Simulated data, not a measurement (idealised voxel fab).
Documented hereafter: the process module known as voxel capacitor over wiring.
Square cells of 5 nm make up the cross-section cut, whose width is 255 nm.
Throughout this document, each cross-section is represented as a grid of square cells and is presented as a sequence of bands enumerated from the top downward, where a band comprises one or more rows of cells.
The band entry comprises the height of the band's top followed by the height of its bottom, expressed in nm, and subsequently the band's materials from left to right, each stated together with its width in nm. Where a single material is marked with the word "edge to edge", that material fills the band from edge to edge. The word "blank" represents empty space.
Beneath 0, the wafer as received is one material, and that level is where height counting begins. The lowest band goes on downward without a bottom; it is written like "z 0 and below".
A width given as "30->40" starts at the first number in the band's top row and ends at the second number in its bottom row, shifting by an equal amount at every step from row to row.
"no modifications" (step): cross-section cells unchanged, all of them.
If an empty space has no open way to the top and is at least 8 cells in size, "Sealed-off cavities" lists it, written width x height at distance, where distance is measured from the left edge and every value is in nm.
Step line, after settings: the simulator's comment on this step.
Steps that use a mask can have "overlay nm" on their line. It says how far the mask sat to the right of where it was meant to be. Negative means to the left.
**Process steps (planned)**
| 1 | RECEIVE | material Si |
| 2 | CONFORMAL_DEP | material SiO2 | thk nm 15 |
| 3 | DIRECTIONAL_DEP | material TiN | thk nm 5 |
| 4 | DIRECTIONAL_DEP | material W | thk nm 15 |
| 5 | PATTERN | tone cover | mask id METAL_1 | material resist | width nm 20 | pitch nm 70 | thk nm 15 | overlay nm -15 |
| 6 | DIRECTIONAL_ETCH | etch materials W | depth nm 15 |
| 7 | DIRECTIONAL_ETCH | etch materials TiN | depth nm 5 |
| 8 | STRIP | etch materials resist |
| 9 | CONFORMAL_DEP | material SiN | thk nm 5 |
| 10 | FILL_DEP | material lowk | thk nm 10 |
| 11 | CMP | height nm 35 |
| 12 | CONFORMAL_DEP | material SiCN | thk nm 5 |
| 13 | DIRECTIONAL_DEP | material lowk | thk nm 20 |
| 14 | DIRECTIONAL_DEP | material aC | thk nm 10 |
| 15 | PATTERN | tone open | mask id PLUG_1 | material resist | width nm 15 | thk nm 25 | overlay nm 0 |
| 16 | DIRECTIONAL_ETCH | etch materials aC | depth nm 10 |
| 17 | STRIP | etch materials resist |
| 18 | DIRECTIONAL_ETCH | etch materials lowk | depth nm 20 |
| 19 | DIRECTIONAL_ETCH | etch materials SiCN | depth nm 5 |
| 20 | STRIP | etch materials aC |
| 21 | CONFORMAL_DEP | material TiN | thk nm 5 |
| 22 | FILL_DEP | material Ru | thk nm 10 |
| 23 | CMP | height nm 60 |
| 24 | DIRECTIONAL_DEP | material TiN | thk nm 10 |
| 25 | DIRECTIONAL_DEP | material SiN | thk nm 5 |
| 26 | DIRECTIONAL_DEP | material TiN | thk nm 5 |
| 27 | PATTERN | tone cover | mask id UPPER_PLATE | material resist | width nm 55 | thk nm 20 | overlay nm 0 |
| 28 | DIRECTIONAL_ETCH | etch materials TiN | depth nm 5 |
| 29 | DIRECTIONAL_ETCH | etch materials SiN | depth nm 5 |
| 30 | STRIP | etch materials resist |
| 31 | MASKED_ETCH | tone cover | mask id LOWER_PLATE | width nm 65 | etch materials TiN | depth nm 10 | overlay nm 0 |
| 32 | FILL_DEP | material SiO2 | thk nm 15 |
| 33 | CMP | height nm 90 |
| 34 | DIRECTIONAL_DEP | material aC | thk nm 15 |
| 35 | PATTERN | tone open | mask id PLUG_2 | material resist | width nm 15 | thk nm 30 | overlay nm 0 |
| 36 | DIRECTIONAL_ETCH | etch materials aC | depth nm 15 |
| 37 | STRIP | etch materials resist |
| 38 | DIRECTIONAL_ETCH | etch materials SiO2 | depth nm 10 |
| 39 | STRIP | etch materials aC |
| 40 | CONFORMAL_DEP | material TiN | thk nm 5 |
| 41 | FILL_DEP | material Ru | thk nm 5 |
| 42 | CMP | height nm 90 |
| 43 | CONFORMAL_DEP | material SiCN | thk nm 5 |
The plan shows the overlay nm of step 5 as the first wafer had it; this setting differs between the wafers, which start out alike.
**First of several wafers (as received, post step 1), cross-sectional view**
- z 0 and below | Si edge to edge
- Sealed-off cavities: none
**Wafer rows, end of module: cells per material gained (+) or lost (-) since receipt; closed voids last**
overlay nm -15; +5 Ru; +99 SiCN; +66 SiN; +405 SiO2; +61 TiN; +24 W; +309 lowk; Sealed-off cavities: none
overlay nm -10; +5 Ru; +99 SiCN; +66 SiN; +405 SiO2; +61 TiN; +24 W; +309 lowk; Sealed-off cavities: none
overlay nm -5; +5 Ru; +99 SiCN; +66 SiN; +405 SiO2; +61 TiN; +24 W; +309 lowk; Sealed-off cavities: none
overlay nm 0; +5 Ru; +99 SiCN; +66 SiN; +405 SiO2; +61 TiN; +24 W; +309 lowk; Sealed-off cavities: none
overlay nm 5; +5 Ru; +99 SiCN; +66 SiN; +405 SiO2; +61 TiN; +24 W; +309 lowk; Sealed-off cavities: none
overlay nm 10; +5 Ru; +99 SiCN; +66 SiN; +405 SiO2; +61 TiN; +24 W; +309 lowk; Sealed-off cavities: none
overlay nm 15; +5 Ru; +99 SiCN; +66 SiN; +405 SiO2; +61 TiN; +24 W; +309 lowk; Sealed-off cavities: none
